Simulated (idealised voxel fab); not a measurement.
Herein follows the process module entitled voxel self aligned contacts.
The cross-section shown here is cut; it is 250 nm wide and divided into square cells measuring 5 nm on a side.
Bands, listed from the top down, are how a cross-section gets written in this document; the cross-section itself is a grid of square cells, and a band is one or more rows of them. Basically the band line says how high the top is and how high the bottom is, in nm, and then what's in it from left to right, every material with its width in nm. Empty space shows up as "empty", and if a single material carries "everywhere" it runs the full band edge to edge. Heads up on the height convention: 0 is the point under which the incoming wafer is all one material, and the lowest band has no bottom, it just keeps going down, like "0 nm and below". The expression "30->40" gives the width at the extremes of the band, the first number at its top row of cells and the second at its bottom row, with the width changing by equal amounts from each row to the next in between. You'll sometimes find "stayed the same" written for a step, and that's the way of saying that nowhere in the cross-section did a cell change during that step. "Closed cavities" - sealed voids, min. 8 cells, no opening to top; format: width x height at distance (distance from left edge; nm throughout). Formally, on a step line, whatever follows the settings is a remark that the simulator itself makes on the step. overlay nm: mask right of planned place by this much (step with mask). Neg. = left. What follows is a series of pairs. Each pair shows a cross-section before one process step and the cross-section after it, and the after view is drawn only down to the lowest band that changed. Beneath each pair is the step that lies between the two, with its settings. Pairs may come from different runs of this module on the same starting wafer, so a pair continues from the one above it only where its entry headed "Pre-step section" says so.
Pre-step section:
  0 nm and below: Si everywhere
  Closed cavities: none
Result of Step:
  0 nm to -5 nm: SiO2 everywhere
  Under -5: no change, same as before.
  Closed cavities: none
Processing between the before and after sections above: op OXIDIZE | depth nm 5
Pre-step section: starting point is the after cross-section of the pair just above.
Result of Step:
  25 nm to 0 nm: polySi everywhere
  Under 0: no change, same as before.
  Closed cavities: none
Processing between the before and after sections above: op DIRECTIONAL_DEP | material polySi | thk nm 25
Pre-step section: starting point is the after cross-section of the pair just above.
Result of Step:
  45 nm to 25 nm: SiN everywhere
  Under 25: no change, same as before.
  Closed cavities: none
Processing between the before and after sections above: op DIRECTIONAL_DEP | material SiN | thk nm 20
Pre-step section: starting point is the after cross-section of the pair just above.
Result of Step:
  60 nm to 45 nm: aC everywhere
  Under 45: no change, same as before.
  Closed cavities: none
Processing between the before and after sections above: op DIRECTIONAL_DEP | material aC | thk nm 15
Pre-step section: starting point is the after cross-section of the pair just above.
Result of Step:
  90 nm to 60 nm: 70 empty; 30 resist; 45 empty; 30 resist; 75 empty
  Under 60: no change, same as before.
  Closed cavities: none
Processing between the before and after sections above: op PATTERN | tone cover | mask id GATE | material resist | width nm 30 | pitch nm 75 | thk nm 30 | overlay nm 0
Pre-step section: starting point is the after cross-section of the pair just above.
Result of Step:
  75 nm to 60 nm: 70 empty; 30 resist; 45 empty; 30 resist; 75 empty
  60 nm to 45 nm: 70 empty; 30 aC; 45 empty; 30 aC; 75 empty
  Under 45: no change, same as before.
  Closed cavities: none
Processing between the before and after sections above: op DIRECTIONAL_ETCH | etch materials aC | depth nm 15
Pre-step section: starting point is the after cross-section of the pair just above.
Result of Step:
  60 nm to 45 nm: 70 empty; 30 aC; 45 empty; 30 aC; 75 empty
  Under 45: no change, same as before.
  Closed cavities: none
Processing between the before and after sections above: op STRIP | etch materials resist
Pre-step section: starting point is the after cross-section of the pair just above.
Result of Step:
  60 nm to 45 nm: 70 empty; 30 aC; 45 empty; 30 aC; 75 empty
  45 nm to 25 nm: 70 empty; 30 SiN; 45 empty; 30 SiN; 75 empty
  Under 25: no change, same as before.
  Closed cavities: none
Processing between the before and after sections above: op DIRECTIONAL_ETCH | etch materials SiN | depth nm 20
Pre-step section: starting point is the after cross-section of the pair just above.
Result of Step:
  60 nm to 45 nm: 70 empty; 30 aC; 45 empty; 30 aC; 75 empty
  45 nm to 25 nm: 70 empty; 30 SiN; 45 empty; 30 SiN; 75 empty
  25 nm to 0 nm: 70 empty; 30 polySi; 45 empty; 30 polySi; 75 empty
  Under 0: no change, same as before.
  Closed cavities: none
Processing between the before and after sections above: op DIRECTIONAL_ETCH | etch materials polySi | depth nm 25
Pre-step section: starting point is the after cross-section of the pair just above.
Result of Step:
  45 nm to 25 nm: 70 empty; 30 SiN; 45 empty; 30 SiN; 75 empty
  Under 25: no change, same as before.
  Closed cavities: none
Processing between the before and after sections above: op STRIP | etch materials aC
Pre-step section: starting point is the after cross-section of the pair just above.
Result of Step:
  55 nm to 25 nm: 60 empty; 50 SiN; 25 empty; 50 SiN; 65 empty
  25 nm to 10 nm: 60 empty; 10 SiN; 30 polySi; 10 SiN; 25 empty; 10 SiN; 30 polySi; 10 SiN; 65 empty
  10 nm to 0 nm: 70 SiN; 30 polySi; 45 SiN; 30 polySi; 75 SiN
  Under 0: no change, same as before.
  Closed cavities: none
Processing between the before and after sections above: op CONFORMAL_DEP | material SiN | thk nm 10
Pre-step section: starting point is the after cross-section of the pair just above.
Result of Step:
  45 nm to 25 nm: 60 empty; 50 SiN; 25 empty; 50 SiN; 65 empty
  25 nm to 0 nm: 60 empty; 10 SiN; 30 polySi; 10 SiN; 25 empty; 10 SiN; 30 polySi; 10 SiN; 65 empty
  Under 0: no change, same as before.
  Closed cavities: none
Processing between the before and after sections above: op DIRECTIONAL_ETCH | etch materials SiN | depth nm 10
Pre-step section: starting point is the after cross-section of the pair just above.
Result of Step:
  60 nm to 45 nm: SiO2 everywhere
  45 nm to 25 nm: 60 SiO2; 50 SiN; 25 SiO2; 50 SiN; 65 SiO2
  25 nm to 0 nm: 60 SiO2; 10 SiN; 30 polySi; 10 SiN; 25 SiO2; 10 SiN; 30 polySi; 10 SiN; 65 SiO2
  Under 0: no change, same as before.
  Closed cavities: none
Processing between the before and after sections above: op FILL_DEP | material SiO2 | thk nm 15
Pre-step section: starting point is the after cross-section of the pair just above.
Result of Step:
  55 nm to 45 nm: SiO2 everywhere
  Under 45: no change, same as before.
  Closed cavities: none
Processing between the before and after sections above: op CMP | height nm 55
Pre-step section: starting point is the after cross-section of the pair just above.
Result of Step:
  70 nm to 55 nm: aC everywhere
  Under 55: no change, same as before.
  Closed cavities: none
Processing between the before and after sections above: op DIRECTIONAL_DEP | material aC | thk nm 15
Pre-step section: starting point is the after cross-section of the pair just above.
Result of Step:
  100 nm to 70 nm: 95 resist; 55 empty; 100 resist
  Under 70: no change, same as before.
  Closed cavities: none
Processing between the before and after sections above: op PATTERN | tone open | mask id CONTACT | material resist | width nm 55 | thk nm 30 | overlay nm 0
Pre-step section: starting point is the after cross-section of the pair just above.
Result of Step:
  85 nm to 70 nm: 95 resist; 55 empty; 100 resist
  70 nm to 55 nm: 95 aC; 55 empty; 100 aC
  Under 55: no change, same as before.
  Closed cavities: none
Processing between the before and after sections above: op DIRECTIONAL_ETCH | etch materials aC | depth nm 15
Pre-step section: starting point is the after cross-section of the pair just above.
Result of Step:
  70 nm to 55 nm: 95 aC; 55 empty; 100 aC
  Under 55: no change, same as before.
  Closed cavities: none
Processing between the before and after sections above: op STRIP | etch materials resist
Pre-step section: starting point is the after cross-section of the pair just above.
Result of Step:
  70 nm to 55 nm: 95 aC; 55 empty; 100 aC
  55 nm to 45 nm: 95 SiO2; 55 empty; 100 SiO2
  45 nm to 25 nm: 60 SiO2; 50 SiN; 25 empty; 50 SiN; 65 SiO2
  25 nm to 0 nm: 60 SiO2; 10 SiN; 30 polySi; 10 SiN; 25 empty; 10 SiN; 30 polySi; 10 SiN; 65 SiO2
  0 nm to -5 nm: 110 SiO2; 25 empty; 115 SiO2
  Under -5: no change, same as before.
  Closed cavities: none
Processing between the before and after sections above: op DIRECTIONAL_ETCH | etch materials SiO2 | depth nm 60
Pre-step section: starting point is the after cross-section of the pair just above.
Result of Step:
  55 nm to 45 nm: 95 SiO2; 55 empty; 100 SiO2
  Under 45: no change, same as before.
  Closed cavities: none
Processing between the before and after sections above: op STRIP | etch materials aC
Pre-step section: starting point is the after cross-section of the pair just above.
Result of Step:
  60 nm to 55 nm: 100 TiN; 45 empty; 105 TiN
  55 nm to 45 nm: 95 SiO2; 5->20 TiN; 45->15 empty; 5->20 TiN; 100 SiO2
  45 nm to 25 nm: 60 SiO2; 50 SiN; 5 TiN; 15 empty; 5 TiN; 50 SiN; 65 SiO2
  25 nm to 0 nm: 60 SiO2; 10 SiN; 30 polySi; 10 SiN; 5 TiN; 15 empty; 5 TiN; 10 SiN; 30 polySi; 10 SiN; 65 SiO2
  0 nm to -5 nm: 110 SiO2; 25 TiN; 115 SiO2
  Under -5: no change, same as before.
  Closed cavities: none
Processing between the before and after sections above: op CONFORMAL_DEP | material TiN | thk nm 5
Pre-step section: starting point is the after cross-section of the pair just above.
Result of Step:
  65 nm to 60 nm: W everywhere
  60 nm to 55 nm: 100 TiN; 45 W; 105 TiN
  55 nm to 45 nm: 95 SiO2; 5->20 TiN; 45->15 W; 5->20 TiN; 100 SiO2
  45 nm to 25 nm: 60 SiO2; 50 SiN; 5 TiN; 15 W; 5 TiN; 50 SiN; 65 SiO2
  25 nm to 0 nm: 60 SiO2; 10 SiN; 30 polySi; 10 SiN; 5 TiN; 15 W; 5 TiN; 10 SiN; 30 polySi; 10 SiN; 65 SiO2
  Under 0: no change, same as before.
  Closed cavities: none
Processing between the before and after sections above: op FILL_DEP | material W | thk nm 5
Pre-step section: starting point is the after cross-section of the pair just above.
Result of Step:
  55 nm to 45 nm: 95 SiO2; 5->20 TiN; 45->15 W; 5->20 TiN; 100 SiO2
  Under 45: no change, same as before.
  Closed cavities: none
Processing between the before and after sections above: op CMP | height nm 55
Pre-step section: starting point is the after cross-section of the pair just above.
Result of Step:
  60 nm to 55 nm: SiCN everywhere
  Under 55: no change, same as before.
  Closed cavities: none
Processing between the before and after sections above: op CONFORMAL_DEP | material SiCN | thk nm 5
Pre-step section:
  0 nm and below: Si everywhere
  Closed cavities: none
Result of Step:
  25 nm to 0 nm: polySi everywhere
  Under 0: no change, same as before.
  Closed cavities: none
Processing between the before and after sections above: op DIRECTIONAL_DEP | material polySi | thk nm 25
Pre-step section: starting point is the after cross-section of the pair just above.
Result of Step:
  45 nm to 25 nm: SiN everywhere
  Under 25: no change, same as before.
  Closed cavities: none
Processing between the before and after sections above: op DIRECTIONAL_DEP | material SiN | thk nm 20
Pre-step section: starting point is the after cross-section of the pair just above.
Result of Step:
  60 nm to 45 nm: aC everywhere
  Under 45: no change, same as before.
  Closed cavities: none
Processing between the before and after sections above: op DIRECTIONAL_DEP | material aC | thk nm 15
Pre-step section: starting point is the after cross-section of the pair just above.
Result of Step:
  90 nm to 60 nm: 70 empty; 30 resist; 45 empty; 30 resist; 75 empty
  Under 60: no change, same as before.
  Closed cavities: none
Processing between the before and after sections above: op PATTERN | tone cover | mask id GATE | material resist | width nm 30 | pitch nm 75 | thk nm 30 | overlay nm 0
Pre-step section: starting point is the after cross-section of the pair just above.
Result of Step:
  75 nm to 60 nm: 70 empty; 30 resist; 45 empty; 30 resist; 75 empty
  60 nm to 45 nm: 70 empty; 30 aC; 45 empty; 30 aC; 75 empty
  Under 45: no change, same as before.
  Closed cavities: none
Processing between the before and after sections above: op DIRECTIONAL_ETCH | etch materials aC | depth nm 15
Pre-step section: starting point is the after cross-section of the pair just above.
Result of Step:
  60 nm to 45 nm: 70 empty; 30 aC; 45 empty; 30 aC; 75 empty
  Under 45: no change, same as before.
  Closed cavities: none
Processing between the before and after sections above: op STRIP | etch materials resist
Pre-step section: starting point is the after cross-section of the pair just above.
Result of Step:
  60 nm to 45 nm: 70 empty; 30 aC; 45 empty; 30 aC; 75 empty
  45 nm to 25 nm: 70 empty; 30 SiN; 45 empty; 30 SiN; 75 empty
  Under 25: no change, same as before.
  Closed cavities: none
Processing between the before and after sections above: op DIRECTIONAL_ETCH | etch materials SiN | depth nm 20
Pre-step section: starting point is the after cross-section of the pair just above.
Result of Step:
  60 nm to 45 nm: 70 empty; 30 aC; 45 empty; 30 aC; 75 empty
  45 nm to 25 nm: 70 empty; 30 SiN; 45 empty; 30 SiN; 75 empty
  25 nm to 0 nm: 70 empty; 30 polySi; 45 empty; 30 polySi; 75 empty
  Under 0: no change, same as before.
  Closed cavities: none
Processing between the before and after sections above: op DIRECTIONAL_ETCH | etch materials polySi | depth nm 25
Pre-step section: starting point is the after cross-section of the pair just above.
Result of Step:
  45 nm to 25 nm: 70 empty; 30 SiN; 45 empty; 30 SiN; 75 empty
  Under 25: no change, same as before.
  Closed cavities: none
Processing between the before and after sections above: op STRIP | etch materials aC
Pre-step section: starting point is the after cross-section of the pair just above.
Result of Step:
  55 nm to 25 nm: 60 empty; 50 SiN; 25 empty; 50 SiN; 65 empty
  25 nm to 10 nm: 60 empty; 10 SiN; 30 polySi; 10 SiN; 25 empty; 10 SiN; 30 polySi; 10 SiN; 65 empty
  10 nm to 0 nm: 70 SiN; 30 polySi; 45 SiN; 30 polySi; 75 SiN
  Under 0: no change, same as before.
  Closed cavities: none
Processing between the before and after sections above: op CONFORMAL_DEP | material SiN | thk nm 10
Pre-step section: starting point is the after cross-section of the pair just above.
Result of Step:
  45 nm to 25 nm: 60 empty; 50 SiN; 25 empty; 50 SiN; 65 empty
  25 nm to 0 nm: 60 empty; 10 SiN; 30 polySi; 10 SiN; 25 empty; 10 SiN; 30 polySi; 10 SiN; 65 empty
  Under 0: no change, same as before.
  Closed cavities: none
Processing between the before and after sections above: op DIRECTIONAL_ETCH | etch materials SiN | depth nm 10
Pre-step section: starting point is the after cross-section of the pair just above.
Result of Step:
  60 nm to 45 nm: SiO2 everywhere
  45 nm to 25 nm: 60 SiO2; 50 SiN; 25 SiO2; 50 SiN; 65 SiO2
  25 nm to 0 nm: 60 SiO2; 10 SiN; 30 polySi; 10 SiN; 25 SiO2; 10 SiN; 30 polySi; 10 SiN; 65 SiO2
  Under 0: no change, same as before.
  Closed cavities: none
Processing between the before and after sections above: op FILL_DEP | material SiO2 | thk nm 15
Pre-step section: starting point is the after cross-section of the pair just above.
Result of Step:
  55 nm to 45 nm: SiO2 everywhere
  Under 45: no change, same as before.
  Closed cavities: none
Processing between the before and after sections above: op CMP | height nm 55
Pre-step section: starting point is the after cross-section of the pair just above.
Result of Step:
  70 nm to 55 nm: aC everywhere
  Under 55: no change, same as before.
  Closed cavities: none
Processing between the before and after sections above: op DIRECTIONAL_DEP | material aC | thk nm 15
Pre-step section: starting point is the after cross-section of the pair just above.
Result of Step:
  100 nm to 70 nm: 95 resist; 55 empty; 100 resist
  Under 70: no change, same as before.
  Closed cavities: none
Processing between the before and after sections above: op PATTERN | tone open | mask id CONTACT | material resist | width nm 55 | thk nm 30 | overlay nm 0
Pre-step section: starting point is the after cross-section of the pair just above.
Result of Step:
  85 nm to 70 nm: 95 resist; 55 empty; 100 resist
  70 nm to 55 nm: 95 aC; 55 empty; 100 aC
  Under 55: no change, same as before.
  Closed cavities: none
Processing between the before and after sections above: op DIRECTIONAL_ETCH | etch materials aC | depth nm 15
Pre-step section: starting point is the after cross-section of the pair just above.
Result of Step:
  70 nm to 55 nm: 95 aC; 55 empty; 100 aC
  Under 55: no change, same as before.
  Closed cavities: none
Processing between the before and after sections above: op STRIP | etch materials resist
Pre-step section: starting point is the after cross-section of the pair just above.
Result of Step:
  70 nm to 55 nm: 95 aC; 55 empty; 100 aC
  55 nm to 45 nm: 95 SiO2; 55 empty; 100 SiO2
  45 nm to 25 nm: 60 SiO2; 50 SiN; 25 empty; 50 SiN; 65 SiO2
  25 nm to 0 nm: 60 SiO2; 10 SiN; 30 polySi; 10 SiN; 25 empty; 10 SiN; 30 polySi; 10 SiN; 65 SiO2
  Under 0: no change, same as before.
  Closed cavities: none
Processing between the before and after sections above: op DIRECTIONAL_ETCH | etch materials SiO2 | depth nm 60
Pre-step section: starting point is the after cross-section of the pair just above.
Result of Step:
  55 nm to 45 nm: 95 SiO2; 55 empty; 100 SiO2
  Under 45: no change, same as before.
  Closed cavities: none
Processing between the before and after sections above: op STRIP | etch materials aC
Pre-step section: starting point is the after cross-section of the pair just above.
Result of Step:
  60 nm to 55 nm: 100 TiN; 45 empty; 105 TiN
  55 nm to 45 nm: 95 SiO2; 5->20 TiN; 45->15 empty; 5->20 TiN; 100 SiO2
  45 nm to 25 nm: 60 SiO2; 50 SiN; 5 TiN; 15 empty; 5 TiN; 50 SiN; 65 SiO2
  25 nm to 5 nm: 60 SiO2; 10 SiN; 30 polySi; 10 SiN; 5 TiN; 15 empty; 5 TiN; 10 SiN; 30 polySi; 10 SiN; 65 SiO2
  5 nm to 0 nm: 60 SiO2; 10 SiN; 30 polySi; 10 SiN; 25 TiN; 10 SiN; 30 polySi; 10 SiN; 65 SiO2
  Under 0: no change, same as before.
  Closed cavities: none
Processing between the before and after sections above: op CONFORMAL_DEP | material TiN | thk nm 5
Pre-step section: starting point is the after cross-section of the pair just above.
Result of Step:
  65 nm to 60 nm: W everywhere
  60 nm to 55 nm: 100 TiN; 45 W; 105 TiN
  55 nm to 45 nm: 95 SiO2; 5->20 TiN; 45->15 W; 5->20 TiN; 100 SiO2
  45 nm to 25 nm: 60 SiO2; 50 SiN; 5 TiN; 15 W; 5 TiN; 50 SiN; 65 SiO2
  25 nm to 5 nm: 60 SiO2; 10 SiN; 30 polySi; 10 SiN; 5 TiN; 15 W; 5 TiN; 10 SiN; 30 polySi; 10 SiN; 65 SiO2
  Under 5: no change, same as before.
  Closed cavities: none
Processing between the before and after sections above: op FILL_DEP | material W | thk nm 5
Pre-step section: starting point is the after cross-section of the pair just above.
Result of Step:
  55 nm to 45 nm: 95 SiO2; 5->20 TiN; 45->15 W; 5->20 TiN; 100 SiO2
  Under 45: no change, same as before.
  Closed cavities: none
Processing between the before and after sections above: op CMP | height nm 55
Pre-step section: starting point is the after cross-section of the pair just above.
Result of Step:
  60 nm to 55 nm: SiCN everywhere
  Under 55: no change, same as before.
  Closed cavities: none
Processing between the before and after sections above: op CONFORMAL_DEP | material SiCN | thk nm 5
Pre-step section:
  25 nm to 0 nm: polySi everywhere
  0 nm to -5 nm: SiO2 everywhere
  -5 nm and below: Si everywhere
  Closed cavities: none
Result of Step:
  50 nm to 0 nm: polySi everywhere
  Under 0: no change, same as before.
  Closed cavities: none
Processing between the before and after sections above: op DIRECTIONAL_DEP | material polySi | thk nm 25
Pre-step section: starting point is the after cross-section of the pair just above.
Result of Step:
  70 nm to 50 nm: SiN everywhere
  Under 50: no change, same as before.
  Closed cavities: none
Processing between the before and after sections above: op DIRECTIONAL_DEP | material SiN | thk nm 20
Pre-step section: starting point is the after cross-section of the pair just above.
Result of Step:
  85 nm to 70 nm: aC everywhere
  Under 70: no change, same as before.
  Closed cavities: none
Processing between the before and after sections above: op DIRECTIONAL_DEP | material aC | thk nm 15
Pre-step section: starting point is the after cross-section of the pair just above.
Result of Step:
  115 nm to 85 nm: 70 empty; 30 resist; 45 empty; 30 resist; 75 empty
  Under 85: no change, same as before.
  Closed cavities: none
Processing between the before and after sections above: op PATTERN | tone cover | mask id GATE | material resist | width nm 30 | pitch nm 75 | thk nm 30 | overlay nm 0
Pre-step section: starting point is the after cross-section of the pair just above.
Result of Step:
  100 nm to 85 nm: 70 empty; 30 resist; 45 empty; 30 resist; 75 empty
  85 nm to 70 nm: 70 empty; 30 aC; 45 empty; 30 aC; 75 empty
  Under 70: no change, same as before.
  Closed cavities: none
Processing between the before and after sections above: op DIRECTIONAL_ETCH | etch materials aC | depth nm 15
Pre-step section: starting point is the after cross-section of the pair just above.
Result of Step:
  85 nm to 70 nm: 70 empty; 30 aC; 45 empty; 30 aC; 75 empty
  Under 70: no change, same as before.
  Closed cavities: none
Processing between the before and after sections above: op STRIP | etch materials resist
Pre-step section: starting point is the after cross-section of the pair just above.
Result of Step:
  85 nm to 70 nm: 70 empty; 30 aC; 45 empty; 30 aC; 75 empty
  70 nm to 50 nm: 70 empty; 30 SiN; 45 empty; 30 SiN; 75 empty
  Under 50: no change, same as before.
  Closed cavities: none
Processing between the before and after sections above: op DIRECTIONAL_ETCH | etch materials SiN | depth nm 20
Pre-step section: starting point is the after cross-section of the pair just above.
Result of Step:
  85 nm to 70 nm: 70 empty; 30 aC; 45 empty; 30 aC; 75 empty
  70 nm to 50 nm: 70 empty; 30 SiN; 45 empty; 30 SiN; 75 empty
  50 nm to 25 nm: 70 empty; 30 polySi; 45 empty; 30 polySi; 75 empty
  Under 25: no change, same as before.
  Closed cavities: none
Processing between the before and after sections above: op DIRECTIONAL_ETCH | etch materials polySi | depth nm 25
Pre-step section: starting point is the after cross-section of the pair just above.
Result of Step:
  70 nm to 50 nm: 70 empty; 30 SiN; 45 empty; 30 SiN; 75 empty
  Under 50: no change, same as before.
  Closed cavities: none
Processing between the before and after sections above: op STRIP | etch materials aC
Pre-step section: starting point is the after cross-section of the pair just above.
Result of Step:
  80 nm to 50 nm: 60 empty; 50 SiN; 25 empty; 50 SiN; 65 empty
  50 nm to 35 nm: 60 empty; 10 SiN; 30 polySi; 10 SiN; 25 empty; 10 SiN; 30 polySi; 10 SiN; 65 empty
  35 nm to 25 nm: 70 SiN; 30 polySi; 45 SiN; 30 polySi; 75 SiN
  Under 25: no change, same as before.
  Closed cavities: none
Processing between the before and after sections above: op CONFORMAL_DEP | material SiN | thk nm 10
Pre-step section: starting point is the after cross-section of the pair just above.
Result of Step:
  70 nm to 50 nm: 60 empty; 50 SiN; 25 empty; 50 SiN; 65 empty
  50 nm to 25 nm: 60 empty; 10 SiN; 30 polySi; 10 SiN; 25 empty; 10 SiN; 30 polySi; 10 SiN; 65 empty
  Under 25: no change, same as before.
  Closed cavities: none
Processing between the before and after sections above: op DIRECTIONAL_ETCH | etch materials SiN | depth nm 10
Pre-step section: starting point is the after cross-section of the pair just above.
Result of Step:
  85 nm to 70 nm: SiO2 everywhere
  70 nm to 50 nm: 60 SiO2; 50 SiN; 25 SiO2; 50 SiN; 65 SiO2
  50 nm to 25 nm: 60 SiO2; 10 SiN; 30 polySi; 10 SiN; 25 SiO2; 10 SiN; 30 polySi; 10 SiN; 65 SiO2
  Under 25: no change, same as before.
  Closed cavities: none
Processing between the before and after sections above: op FILL_DEP | material SiO2 | thk nm 15
Pre-step section: starting point is the after cross-section of the pair just above.
Result of Step:
  55 nm to 50 nm: 60 SiO2; 50 SiN; 25 SiO2; 50 SiN; 65 SiO2
  Under 50: no change, same as before.
  Closed cavities: none
Processing between the before and after sections above: op CMP | height nm 55
Pre-step section: starting point is the after cross-section of the pair just above.
Result of Step:
  70 nm to 55 nm: aC everywhere
  Under 55: no change, same as before.
  Closed cavities: none
Processing between the before and after sections above: op DIRECTIONAL_DEP | material aC | thk nm 15
Pre-step section: starting point is the after cross-section of the pair just above.
Result of Step:
  100 nm to 70 nm: 95 resist; 55 empty; 100 resist
  Under 70: no change, same as before.
  Closed cavities: none
Processing between the before and after sections above: op PATTERN | tone open | mask id CONTACT | material resist | width nm 55 | thk nm 30 | overlay nm 0
Pre-step section: starting point is the after cross-section of the pair just above.
Result of Step:
  85 nm to 70 nm: 95 resist; 55 empty; 100 resist
  70 nm to 55 nm: 95 aC; 55 empty; 100 aC
  Under 55: no change, same as before.
  Closed cavities: none
Processing between the before and after sections above: op DIRECTIONAL_ETCH | etch materials aC | depth nm 15
Pre-step section: starting point is the after cross-section of the pair just above.
Result of Step:
  70 nm to 55 nm: 95 aC; 55 empty; 100 aC
  Under 55: no change, same as before.
  Closed cavities: none
Processing between the before and after sections above: op STRIP | etch materials resist
Pre-step section: starting point is the after cross-section of the pair just above.
Result of Step:
  70 nm to 55 nm: 95 aC; 55 empty; 100 aC
  55 nm to 50 nm: 60 SiO2; 50 SiN; 25 empty; 50 SiN; 65 SiO2
  50 nm to 25 nm: 60 SiO2; 10 SiN; 30 polySi; 10 SiN; 25 empty; 10 SiN; 30 polySi; 10 SiN; 65 SiO2
  Under 25: no change, same as before.
  Closed cavities: none
Processing between the before and after sections above: op DIRECTIONAL_ETCH | etch materials SiO2 | depth nm 60
Pre-step section: starting point is the after cross-section of the pair just above.
Result of Step:
  55 nm to 50 nm: 60 SiO2; 50 SiN; 25 empty; 50 SiN; 65 SiO2
  Under 50: no change, same as before.
  Closed cavities: none
Processing between the before and after sections above: op STRIP | etch materials aC
Pre-step section: starting point is the after cross-section of the pair just above.
Result of Step:
  60 nm to 55 nm: 115 TiN; 15 empty; 120 TiN
  55 nm to 50 nm: 60 SiO2; 50 SiN; 5 TiN; 15 empty; 5 TiN; 50 SiN; 65 SiO2
  50 nm to 30 nm: 60 SiO2; 10 SiN; 30 polySi; 10 SiN; 5 TiN; 15 empty; 5 TiN; 10 SiN; 30 polySi; 10 SiN; 65 SiO2
  30 nm to 25 nm: 60 SiO2; 10 SiN; 30 polySi; 10 SiN; 25 TiN; 10 SiN; 30 polySi; 10 SiN; 65 SiO2
  Under 25: no change, same as before.
  Closed cavities: none
Processing between the before and after sections above: op CONFORMAL_DEP | material TiN | thk nm 5
Pre-step section: starting point is the after cross-section of the pair just above.
Result of Step:
  65 nm to 60 nm: W everywhere
  60 nm to 55 nm: 115 TiN; 15 W; 120 TiN
  55 nm to 50 nm: 60 SiO2; 50 SiN; 5 TiN; 15 W; 5 TiN; 50 SiN; 65 SiO2
  50 nm to 30 nm: 60 SiO2; 10 SiN; 30 polySi; 10 SiN; 5 TiN; 15 W; 5 TiN; 10 SiN; 30 polySi; 10 SiN; 65 SiO2
  Under 30: no change, same as before.
  Closed cavities: none
Processing between the before and after sections above: op FILL_DEP | material W | thk nm 5
Pre-step section: starting point is the after cross-section of the pair just above.
Result of Step:
  55 nm to 50 nm: 60 SiO2; 50 SiN; 5 TiN; 15 W; 5 TiN; 50 SiN; 65 SiO2
  Under 50: no change, same as before.
  Closed cavities: none
Processing between the before and after sections above: op CMP | height nm 55
Pre-step section: starting point is the after cross-section of the pair just above.
Result of Step:
  60 nm to 55 nm: SiCN everywhere
  Under 55: no change, same as before.
  Closed cavities: none
Processing between the before and after sections above: op CONFORMAL_DEP | material SiCN | thk nm 5
Pre-step section:
  25 nm to 0 nm: polySi everywhere
  0 nm and below: Si everywhere
  Closed cavities: none
Result of Step:
  25 nm to 20 nm: SiO2 everywhere
  Under 20: no change, same as before.
  Closed cavities: none
Processing between the before and after sections above: op OXIDIZE | depth nm 5
Pre-step section: starting point is the after cross-section of the pair just above.
Result of Step:
  45 nm to 25 nm: SiN everywhere
  Under 25: no change, same as before.
  Closed cavities: none
Processing between the before and after sections above: op DIRECTIONAL_DEP | material SiN | thk nm 20
Pre-step section: starting point is the after cross-section of the pair just above.
Result of Step:
  60 nm to 45 nm: aC everywhere
  Under 45: no change, same as before.
  Closed cavities: none
Processing between the before and after sections above: op DIRECTIONAL_DEP | material aC | thk nm 15
Pre-step section: starting point is the after cross-section of the pair just above.
Result of Step:
  90 nm to 60 nm: 70 empty; 30 resist; 45 empty; 30 resist; 75 empty
  Under 60: no change, same as before.
  Closed cavities: none
Processing between the before and after sections above: op PATTERN | tone cover | mask id GATE | material resist | width nm 30 | pitch nm 75 | thk nm 30 | overlay nm 0
Pre-step section: starting point is the after cross-section of the pair just above.
Result of Step:
  75 nm to 60 nm: 70 empty; 30 resist; 45 empty; 30 resist; 75 empty
  60 nm to 45 nm: 70 empty; 30 aC; 45 empty; 30 aC; 75 empty
  Under 45: no change, same as before.
  Closed cavities: none
Processing between the before and after sections above: op DIRECTIONAL_ETCH | etch materials aC | depth nm 15
Pre-step section: starting point is the after cross-section of the pair just above.
Result of Step:
  60 nm to 45 nm: 70 empty; 30 aC; 45 empty; 30 aC; 75 empty
  Under 45: no change, same as before.
  Closed cavities: none
Processing between the before and after sections above: op STRIP | etch materials resist
Pre-step section: starting point is the after cross-section of the pair just above.
Result of Step:
  60 nm to 45 nm: 70 empty; 30 aC; 45 empty; 30 aC; 75 empty
  45 nm to 25 nm: 70 empty; 30 SiN; 45 empty; 30 SiN; 75 empty
  Under 25: no change, same as before.
  Closed cavities: none
Processing between the before and after sections above: op DIRECTIONAL_ETCH | etch materials SiN | depth nm 20
Pre-step section: starting point is the after cross-section of the pair just above.
Result of Step:
  45 nm to 25 nm: 70 empty; 30 SiN; 45 empty; 30 SiN; 75 empty
  Under 25: no change, same as before.
  Closed cavities: none
Processing between the before and after sections above: op STRIP | etch materials aC
Pre-step section: starting point is the after cross-section of the pair just above.
Result of Step:
  55 nm to 35 nm: 60 empty; 50 SiN; 25 empty; 50 SiN; 65 empty
  35 nm to 25 nm: SiN everywhere
  Under 25: no change, same as before.
  Closed cavities: none
Processing between the before and after sections above: op CONFORMAL_DEP | material SiN | thk nm 10
Pre-step section: starting point is the after cross-section of the pair just above.
Result of Step:
  45 nm to 25 nm: 60 empty; 50 SiN; 25 empty; 50 SiN; 65 empty
  Under 25: no change, same as before.
  Closed cavities: none
Processing between the before and after sections above: op DIRECTIONAL_ETCH | etch materials SiN | depth nm 10
Pre-step section: starting point is the after cross-section of the pair just above.
Result of Step:
  60 nm to 45 nm: SiO2 everywhere
  45 nm to 25 nm: 60 SiO2; 50 SiN; 25 SiO2; 50 SiN; 65 SiO2
  Under 25: no change, same as before.
  Closed cavities: none
Processing between the before and after sections above: op FILL_DEP | material SiO2 | thk nm 15
Pre-step section: starting point is the after cross-section of the pair just above.
Result of Step:
  55 nm to 45 nm: SiO2 everywhere
  Under 45: no change, same as before.
  Closed cavities: none
Processing between the before and after sections above: op CMP | height nm 55
Pre-step section: starting point is the after cross-section of the pair just above.
Result of Step:
  70 nm to 55 nm: aC everywhere
  Under 55: no change, same as before.
  Closed cavities: none
Processing between the before and after sections above: op DIRECTIONAL_DEP | material aC | thk nm 15
Pre-step section: starting point is the after cross-section of the pair just above.
Result of Step:
  100 nm to 70 nm: 95 resist; 55 empty; 100 resist
  Under 70: no change, same as before.
  Closed cavities: none
Processing between the before and after sections above: op PATTERN | tone open | mask id CONTACT | material resist | width nm 55 | thk nm 30 | overlay nm 0
Pre-step section: starting point is the after cross-section of the pair just above.
Result of Step:
  85 nm to 70 nm: 95 resist; 55 empty; 100 resist
  70 nm to 55 nm: 95 aC; 55 empty; 100 aC
  Under 55: no change, same as before.
  Closed cavities: none
Processing between the before and after sections above: op DIRECTIONAL_ETCH | etch materials aC | depth nm 15
Pre-step section: starting point is the after cross-section of the pair just above.
Result of Step:
  70 nm to 55 nm: 95 aC; 55 empty; 100 aC
  Under 55: no change, same as before.
  Closed cavities: none
Processing between the before and after sections above: op STRIP | etch materials resist
